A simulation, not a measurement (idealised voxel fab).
process module | voxel tone inversion
cross-section cut | 190 nm wide | cells 5 nm
A cross-section is a grid of square cells, given in bands from the top down. A band is one or more rows of cells.
Each band's line starts with the height of the band's top and of its bottom, in nm. Then come its materials from left to right, each with its width in nm. One material with "throughout" fills the band from edge to edge. "air" is empty space.
Height 0 is the level under which the wafer as received is all one material. The lowest band goes on downwards, as in "0 down".
A width such as "30 to 40" changes by the same amount from each row of cells to the next, from the band's top row to its bottom row.
"no change" after a step means that no cell of the cross-section changed.
closed voids: empty space of 8 cells or more with no open way to the top, each as width x height at its distance from the left edge, in nm
after a step's settings: what the simulator itself notes on the step
overlay nm, on a step with a mask: how far to the right of its planned place the mask lay; to the left if negative
plan
1 op RECEIVE | material Si
2 op CONFORMAL_DEP | material SiN | thk nm 10
3 op DIRECTIONAL_DEP | material polySi | thk nm 25
4 op PATTERN | tone cover | mask id POSTS | material resist | width nm 15 | pitch nm 30 | thk nm 30 | overlay nm 0
5 op DIRECTIONAL_ETCH | etch materials polySi | depth nm 25
6 op STRIP | etch materials resist
7 op FILL_DEP | material SiO2 | thk nm 10
8 op CMP | height nm 35
9 op STRIP | etch materials polySi
10 op CONFORMAL_DEP | material TiN | thk nm 5
11 op FILL_DEP | material W | thk nm 5
12 op CMP | height nm 35
13 op CONFORMAL_DEP | material SiN | thk nm 5
as received, after step 1
  0 down: Si throughout
  closed voids: none
a wafer at the end: this start, this plan, one mistake
  40 to 35: SiN throughout
  35 to 15: W 50 | TiN 5 | polySi 15 | TiN 5 | W 5 | TiN 5 | polySi 15 | TiN 5 | W 5 | TiN 5 | polySi 15 | TiN 5 | W 55
  15 to 10: TiN 55 | polySi 15 | TiN 15 | polySi 15 | TiN 15 | polySi 15 | TiN 60
  10 to 0: SiN throughout
  0 down: Si throughout
  closed voids: none
what went wrong: step 9 ran as: op STRIP | etch materials SiO2
